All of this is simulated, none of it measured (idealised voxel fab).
Process module under the name voxel fin reveal
The cross-section on display is named cut; it measures 295 nm wide, and its cells are 5 nm squares.
In what follows, cross-sections appear as grids of square cells, described through bands that run from the top down, where every band is one or more rows of cells.
Basically the band line says how high the top is and how high the bottom is, in nm, and then what's in it from left to right, every material with its width in nm. Empty space shows up as "air", and if a single material carries "full width" it runs the full band edge to edge.
Counting heights begins at 0, where everything beneath is, in the wafer as received, one material. The lowest band has no bottom; it goes on downwards, as "top 0, no bottom" shows.
A width such as "30->40" changes by the same amount from each row of cells to the next, from the band's top row to its bottom row.
Key: "nothing different" - step with no changed cell in the cross-section.
So "Sealed-off cavities" is basically the list of trapped voids: any empty space of 8 cells or more that can't reach the top through an opening. They're written width x height at distance, the distance being from the left edge, and it's all nm.
What comes after the settings on a step's line is commentary from the simulator itself on that step.
Among the settings permitted on a step's line is "overlay nm"; applied to a step with a mask, it specifies the extent to which the mask lay to the right of its planned position, whereas a negative figure signifies a position to the left.
# Process steps (planned)
1 RECEIVE with material Si
2 CONFORMAL_DEP with material SiN, thk nm 10
3 PATTERN with tone cover, mask id FINS, material resist, width nm 15, pitch nm 40, thk nm 20, overlay nm 0
4 DIRECTIONAL_ETCH with etch materials SiN, depth nm 10
5 DIRECTIONAL_ETCH with etch materials Si, depth nm 30
6 STRIP with etch materials resist
7 FILL_DEP with material SiO2, thk nm 5
8 CMP with height nm 10
9 SELECTIVE_ETCH with etch materials SiO2, depth nm 25
10 STRIP with etch materials SiN
11 CONFORMAL_DEP with material SiO2, thk nm 5
# Wafer cross-section on receipt, i.e. after step 1
> top 0, no bottom | Si full width
> Sealed-off cavities: none
# The plan above was carried out on the starting structure above with one mistake, and this cross-section shows the wafer at the end of the module
> top 5, bottom 0 | air=90, SiO2=25, air=15, SiO2=25, air=15, SiO2=25, air=100
> top 0, bottom -10 | air=90, SiO2=5, Si=15, SiO2=5, air=15, SiO2=5, Si=15, SiO2=5, air=15, SiO2=5, Si=15, SiO2=5, air=100
> top -10, bottom -30 | SiO2=95, Si=15, SiO2=25, Si=15, SiO2=25, Si=15, SiO2=105
> top -30, no bottom | Si full width
> Sealed-off cavities: none
Run error: step 3 ran differently from the plan; actual operation with settings: PATTERN with tone cover, mask id FINS, material resist, width nm 15, pitch nm 40, thk nm 20, overlay nm -5
